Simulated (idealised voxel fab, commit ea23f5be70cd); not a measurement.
process module | voxel air gaps
cross-section cut | 290 nm wide | cells 5 nm
A cross-section is a grid of square cells, given in bands from the top down. A band is one or more rows of cells.
Each band's line starts with the height of the band's top and of its bottom, in nm. Then come its materials from left to right, each with its width in nm. One material with "throughout" fills the band from edge to edge. "air" is empty space.
Height 0 is the level under which the wafer as received is all one material. The lowest band goes on downwards, as in "0 down".
A width such as "30 to 40" changes by the same amount from each row of cells to the next, from the band's top row to its bottom row.
"no change" after a step means that no cell of the cross-section changed.
closed voids: empty space of 8 cells or more with no open way to the top, each as width x height at its distance from the left edge, in nm
after a step's settings: what the simulator itself notes on the step
overlay nm, on a step with a mask: how far to the right of its planned place the mask lay; to the left if negative
plan
1 op RECEIVE | material Si
2 op CONFORMAL_DEP | material SiO2 | thk nm 10
3 op CONFORMAL_DEP | material SiCN | thk nm 5
4 op DIRECTIONAL_DEP | material lowk | thk nm 40
5 op PATTERN | tone open | mask id LINES | material resist | width nm 15 | pitch nm 40 | thk nm 15 | overlay nm 0
6 op DIRECTIONAL_ETCH | etch materials lowk | depth nm 40
7 op STRIP | etch materials resist
8 op CONFORMAL_DEP | material TiN | thk nm 5
9 op FILL_DEP | material Ru | thk nm 10
10 op CMP | height nm 55
11 op EPI | material Ru | thk nm 10
12 op SELECTIVE_ETCH | etch materials lowk | depth nm 50
13 op CONFORMAL_DEP | material SiCN | thk nm 5
first wafer, as planned
as received, after step 1
  0 down: Si throughout
  closed voids: none
after step 2
  10 to 0: SiO2 throughout
  below 0: unchanged
after step 3
  15 to 10: SiCN throughout
  below 10: unchanged
after step 4
  55 to 15: lowk throughout
  below 15: unchanged
after step 5
  70 to 55: resist 95 | air 15 | resist 25 | air 15 | resist 25 | air 15 | resist 100
  below 55: unchanged
after step 6
  70 to 55: resist 95 | air 15 | resist 25 | air 15 | resist 25 | air 15 | resist 100
  55 to 15: lowk 95 | air 15 | lowk 25 | air 15 | lowk 25 | air 15 | lowk 100
  below 15: unchanged
after step 7
  55 to 15: lowk 95 | air 15 | lowk 25 | air 15 | lowk 25 | air 15 | lowk 100
  below 15: unchanged
after step 8
  60 to 55: TiN 100 | air 5 | TiN 35 | air 5 | TiN 35 | air 5 | TiN 105
  55 to 20: lowk 95 | TiN 5 | air 5 | TiN 5 | lowk 25 | TiN 5 | air 5 | TiN 5 | lowk 25 | TiN 5 | air 5 | TiN 5 | lowk 100
  20 to 15: lowk 95 | TiN 15 | lowk 25 | TiN 15 | lowk 25 | TiN 15 | lowk 100
  below 15: unchanged
after step 9
  70 to 60: Ru throughout
  60 to 55: TiN 100 | Ru 5 | TiN 35 | Ru 5 | TiN 35 | Ru 5 | TiN 105
  55 to 20: lowk 95 | TiN 5 | Ru 5 | TiN 5 | lowk 25 | TiN 5 | Ru 5 | TiN 5 | lowk 25 | TiN 5 | Ru 5 | TiN 5 | lowk 100
  below 20: unchanged
after step 10
  55 to 20: lowk 95 | TiN 5 | Ru 5 | TiN 5 | lowk 25 | TiN 5 | Ru 5 | TiN 5 | lowk 25 | TiN 5 | Ru 5 | TiN 5 | lowk 100
  below 20: unchanged
after step 11
  65 to 55: air 85 | Ru 35 | air 5 | Ru 35 | air 5 | Ru 35 | air 90
  below 55: unchanged
after step 12
  65 to 55: air 85 | Ru 35 | air 5 | Ru 35 | air 5 | Ru 35 | air 90
  55 to 20: air 95 | TiN 5 | Ru 5 | TiN 5 | air 25 | TiN 5 | Ru 5 | TiN 5 | air 25 | TiN 5 | Ru 5 | TiN 5 | air 100
  20 to 15: air 95 | TiN 15 | air 25 | TiN 15 | air 25 | TiN 15 | air 100
  below 15: unchanged
after step 13
  70 to 65: air 80 | SiCN 125 | air 85
  65 to 55: air 80 | SiCN 5 | Ru 35 | SiCN 5 | Ru 35 | SiCN 5 | Ru 35 | SiCN 5 | air 85
  55 to 50: air 80 | SiCN 15 | TiN 5 | Ru 5 | TiN 5 | SiCN 25 | TiN 5 | Ru 5 | TiN 5 | SiCN 25 | TiN 5 | Ru 5 | TiN 5 | SiCN 15 | air 85
  50 to 20: air 90 | SiCN 5 | TiN 5 | Ru 5 | TiN 5 | SiCN 5 | air 15 | SiCN 5 | TiN 5 | Ru 5 | TiN 5 | SiCN 5 | air 15 | SiCN 5 | TiN 5 | Ru 5 | TiN 5 | SiCN 5 | air 95
  20 to 15: SiCN 95 | TiN 15 | SiCN 25 | TiN 15 | SiCN 25 | TiN 15 | SiCN 100
  below 15: unchanged
  closed voids: 15 x 30 at 115; 15 x 30 at 155
second wafer: like start, like plan, one mistake. Through step 1 it matches the first wafer
when step 2 should have ended
  10 to 0: Ru throughout
  below 0: unchanged
when step 3 should have ended
  15 to 10: SiCN throughout
  below 10: unchanged
when step 4 should have ended
  55 to 15: lowk throughout
  below 15: unchanged
when step 5 should have ended
  70 to 55: resist 95 | air 15 | resist 25 | air 15 | resist 25 | air 15 | resist 100
  below 55: unchanged
when step 6 should have ended
  70 to 55: resist 95 | air 15 | resist 25 | air 15 | resist 25 | air 15 | resist 100
  55 to 15: lowk 95 | air 15 | lowk 25 | air 15 | lowk 25 | air 15 | lowk 100
  below 15: unchanged
when step 7 should have ended
  55 to 15: lowk 95 | air 15 | lowk 25 | air 15 | lowk 25 | air 15 | lowk 100
  below 15: unchanged
when step 8 should have ended
  60 to 55: TiN 100 | air 5 | TiN 35 | air 5 | TiN 35 | air 5 | TiN 105
  55 to 20: lowk 95 | TiN 5 | air 5 | TiN 5 | lowk 25 | TiN 5 | air 5 | TiN 5 | lowk 25 | TiN 5 | air 5 | TiN 5 | lowk 100
  20 to 15: lowk 95 | TiN 15 | lowk 25 | TiN 15 | lowk 25 | TiN 15 | lowk 100
  below 15: unchanged
when step 9 should have ended
  70 to 60: Ru throughout
  60 to 55: TiN 100 | Ru 5 | TiN 35 | Ru 5 | TiN 35 | Ru 5 | TiN 105
  55 to 20: lowk 95 | TiN 5 | Ru 5 | TiN 5 | lowk 25 | TiN 5 | Ru 5 | TiN 5 | lowk 25 | TiN 5 | Ru 5 | TiN 5 | lowk 100
  below 20: unchanged
when step 10 should have ended
  55 to 20: lowk 95 | TiN 5 | Ru 5 | TiN 5 | lowk 25 | TiN 5 | Ru 5 | TiN 5 | lowk 25 | TiN 5 | Ru 5 | TiN 5 | lowk 100
  below 20: unchanged
when step 11 should have ended
  65 to 55: air 85 | Ru 35 | air 5 | Ru 35 | air 5 | Ru 35 | air 90
  below 55: unchanged
when step 12 should have ended
  65 to 55: air 85 | Ru 35 | air 5 | Ru 35 | air 5 | Ru 35 | air 90
  55 to 20: air 95 | TiN 5 | Ru 5 | TiN 5 | air 25 | TiN 5 | Ru 5 | TiN 5 | air 25 | TiN 5 | Ru 5 | TiN 5 | air 100
  20 to 15: air 95 | TiN 15 | air 25 | TiN 15 | air 25 | TiN 15 | air 100
  below 15: unchanged
when step 13 should have ended
  70 to 65: air 80 | SiCN 125 | air 85
  65 to 55: air 80 | SiCN 5 | Ru 35 | SiCN 5 | Ru 35 | SiCN 5 | Ru 35 | SiCN 5 | air 85
  55 to 50: air 80 | SiCN 15 | TiN 5 | Ru 5 | TiN 5 | SiCN 25 | TiN 5 | Ru 5 | TiN 5 | SiCN 25 | TiN 5 | Ru 5 | TiN 5 | SiCN 15 | air 85
  50 to 20: air 90 | SiCN 5 | TiN 5 | Ru 5 | TiN 5 | SiCN 5 | air 15 | SiCN 5 | TiN 5 | Ru 5 | TiN 5 | SiCN 5 | air 15 | SiCN 5 | TiN 5 | Ru 5 | TiN 5 | SiCN 5 | air 95
  20 to 15: SiCN 95 | TiN 15 | SiCN 25 | TiN 15 | SiCN 25 | TiN 15 | SiCN 100
  below 15: unchanged
  closed voids: 15 x 30 at 115; 15 x 30 at 155
what went wrong: step 2 ran as: op CONFORMAL_DEP | material Ru | thk nm 10
at the end the second wafer has, in cells: 116 more of Ru | 116 fewer of SiO2
